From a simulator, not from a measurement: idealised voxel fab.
process module | voxel transistor to metal
cross-section cut | 215 nm wide | cells 5 nm
A cross-section is a grid of square cells, given in bands from the top down. A band is one or more rows of cells.
Each band's line starts with the height of the band's top and of its bottom, in nm. Then come its materials from left to right, each with its width in nm. One material with "throughout" fills the band from edge to edge. "air" is empty space.
Height 0 is the level under which the wafer as received is all one material. The lowest band goes on downwards, as in "0 down".
A width such as "30 to 40" changes by the same amount from each row of cells to the next, from the band's top row to its bottom row.
"no change" after a step means that no cell of the cross-section changed.
closed voids: empty space of 8 cells or more with no open way to the top, each as width x height at its distance from the left edge, in nm
after a step's settings: what the simulator itself notes on the step
overlay nm, on a step with a mask: how far to the right of its planned place the mask lay; to the left if negative
plan
1 op RECEIVE | material Si
2 op OXIDIZE | depth nm 5
3 op CONFORMAL_DEP | material SiN | thk nm 10
4 op DIRECTIONAL_DEP | material aC | thk nm 10
5 op PATTERN | tone cover | mask id ACTIVE | material resist | width nm 120 | thk nm 25 | overlay nm 0
6 op DIRECTIONAL_ETCH | etch materials aC | depth nm 10
7 op STRIP | etch materials resist
8 op DIRECTIONAL_ETCH | etch materials SiN | depth nm 10
9 op DIRECTIONAL_ETCH | etch materials SiO2 | depth nm 5
10 op DIRECTIONAL_ETCH | etch materials Si | depth nm 25
11 op STRIP | etch materials aC
12 op FILL_DEP | material SiO2 | thk nm 15
13 op CMP | height nm 10
14 op SELECTIVE_ETCH | etch materials SiO2 | depth nm 5
15 op STRIP | etch materials SiN
16 op SELECTIVE_ETCH | etch materials SiO2 | depth nm 5
17 op OXIDIZE | depth nm 5
18 op DIRECTIONAL_DEP | material polySi | thk nm 20
19 op DIRECTIONAL_DEP | material SiCN | thk nm 10
20 op MASKED_ETCH | tone cover | mask id GATE | width nm 30 | etch materials SiCN | depth nm 20 | overlay nm 0
21 op MASKED_ETCH | tone cover | mask id GATE | width nm 30 | etch materials polySi | depth nm 30 | overlay nm 0
22 op CONFORMAL_DEP | material SiO2 | thk nm 5
23 op DIRECTIONAL_ETCH | etch materials SiO2 | depth nm 5
24 op CONFORMAL_DEP | material SiN | thk nm 5
25 op DIRECTIONAL_ETCH | etch materials SiN | depth nm 5
26 op DIRECTIONAL_ETCH | etch materials SiO2 | depth nm 5
27 op EPI | material pSi | thk nm 5
28 op FILL_DEP | material SiO2 | thk nm 10
29 op CMP | height nm 15
30 op STRIP | etch materials polySi
31 op SELECTIVE_ETCH | etch materials SiO2 | depth nm 5
32 op CONFORMAL_DEP | material HfO2 | thk nm 5
33 op CONFORMAL_DEP | material TiN | thk nm 5
34 op FILL_DEP | material W | thk nm 10
35 op CMP | height nm 10
36 op DIRECTIONAL_DEP | material SiO2 | thk nm 15
37 op MASKED_ETCH | tone open | mask id CONTACT | width nm 20 | pitch nm 90 | etch materials SiO2 | depth nm 30 | overlay nm 0
38 op CONFORMAL_DEP | material TiN | thk nm 5
39 op FILL_DEP | material W | thk nm 10
40 op CMP | height nm 25
41 op CONFORMAL_DEP | material SiN | thk nm 5
42 op DIRECTIONAL_DEP | material SiO2 | thk nm 20
43 op MASKED_ETCH | tone open | mask id METAL_1 | width nm 20 | pitch nm 90 | etch materials SiO2 | depth nm 20 | overlay nm 0
44 op MASKED_ETCH | tone open | mask id METAL_1 | width nm 20 | pitch nm 90 | etch materials SiN | depth nm 5 | overlay nm 0
45 op CONFORMAL_DEP | material TiN | thk nm 5
46 op FILL_DEP | material Ru | thk nm 5
47 op CMP | height nm 50
48 op CONFORMAL_DEP | material SiCN | thk nm 5
as received, after step 1
  0 down: Si throughout
  closed voids: none
a wafer at the end: this start, this plan, one mistake
  55 to 50: SiCN throughout
  50 to 30: SiO2 50 | TiN 5 | Ru 10 | TiN 5 | SiO2 70 | TiN 5 | Ru 10 | TiN 5 | SiO2 55
  30 to 25: SiN 50 | TiN 20 | SiN 70 | TiN 20 | SiN 55
  25 to 20: W 70 | TiN 25 | W 20 | TiN 25 | W 75
  20 to 15: TiN 75 | HfO2 15 | TiN 5 | W 20 | TiN 5 | HfO2 15 | TiN 80
  15 to 10: HfO2 80 | SiN 5 | HfO2 5 | TiN 5 | W 20 | TiN 5 | HfO2 5 | SiN 5 | HfO2 85
  10 to 0: SiO2 80 | SiN 5 | HfO2 5 | TiN 5 | W 20 | TiN 5 | HfO2 5 | SiN 5 | SiO2 85
  0 to -5: SiO2 45 | SiN 5 | SiO2 30 | SiN 5 | HfO2 5 | TiN 30 | HfO2 5 | SiN 5 | SiO2 30 | SiN 5 | SiO2 50
  -5 to -10: SiO2 50 | pSi 30 | SiO2 5 | HfO2 40 | SiO2 5 | pSi 30 | SiO2 55
  -10 to -30: SiO2 45 | Si 120 | SiO2 50
  -30 down: Si throughout
  closed voids: none
what went wrong: step 35 was left out
